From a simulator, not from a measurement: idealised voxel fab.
process module | voxel self aligned vias
cross-section cut | 300 nm wide | cells 5 nm
A cross-section is a grid of square cells, given in bands from the top down. A band is one or more rows of cells.
Each band's line starts with the height of the band's top and of its bottom, in nm. Then come its materials from left to right, each with its width in nm. One material with "throughout" fills the band from edge to edge. "air" is empty space.
Height 0 is the level under which the wafer as received is all one material. The lowest band goes on downwards, as in "0 down".
A width such as "30 to 40" changes by the same amount from each row of cells to the next, from the band's top row to its bottom row.
"no change" after a step means that no cell of the cross-section changed.
closed voids: empty space of 8 cells or more with no open way to the top, each as width x height at its distance from the left edge, in nm
after a step's settings: what the simulator itself notes on the step
overlay nm, on a step with a mask: how far to the right of its planned place the mask lay; to the left if negative
plan
1 op RECEIVE | material Si
2 op CONFORMAL_DEP | material SiO2 | thk nm 10
3 op CONFORMAL_DEP | material SiCN | thk nm 5
4 op DIRECTIONAL_DEP | material SiO2 | thk nm 20
5 op MASKED_ETCH | tone open | mask id LINES | width nm 30 | pitch nm 70 | etch materials SiO2 | depth nm 20 | overlay nm 0
6 op CONFORMAL_DEP | material TiN | thk nm 5
7 op FILL_DEP | material Ru | thk nm 10
8 op CMP | height nm 35
9 op SELECTIVE_ETCH | etch materials W Ru TiN | depth nm 5
10 op FILL_DEP | material SiN | thk nm 10
11 op CMP | height nm 35
12 op DIRECTIONAL_DEP | material SiO2 | thk nm 15
13 op MASKED_ETCH | tone open | mask id VIAS | width nm 50 | etch materials SiO2 | depth nm 15 | overlay nm 0
14 op MASKED_ETCH | tone open | mask id VIAS | width nm 50 | etch materials SiN | depth nm 5 | overlay nm 0
15 op CONFORMAL_DEP | material TiN | thk nm 5
16 op FILL_DEP | material W | thk nm 5
17 op CMP | height nm 50
18 op CONFORMAL_DEP | material SiCN | thk nm 5
as received, after step 1
  0 down: Si throughout
  closed voids: none
a wafer at the end: this start, this plan, one mistake
  55 to 50: SiCN throughout
  50 to 40: SiO2 90 | TiN 5 | W 40 | TiN 5 | SiO2 160
  40 to 35: SiO2 90 | TiN 20 | W 10 | TiN 20 | SiO2 160
  35 to 30: SiO2 105 | TiN 20 | SiO2 50 | SiN 20 | SiO2 105
  30 to 20: SiO2 105 | TiN 5 | Ru 10 | TiN 5 | SiO2 50 | TiN 5 | Ru 10 | TiN 5 | SiO2 105
  20 to 15: SiO2 105 | TiN 20 | SiO2 50 | TiN 20 | SiO2 105
  15 to 10: SiCN throughout
  10 to 0: SiO2 throughout
  0 down: Si throughout
  closed voids: none
what went wrong: step 5 ran as: op MASKED_ETCH | tone open | mask id LINES | width nm 20 | pitch nm 70 | etch materials SiO2 | depth nm 20 | overlay nm 0
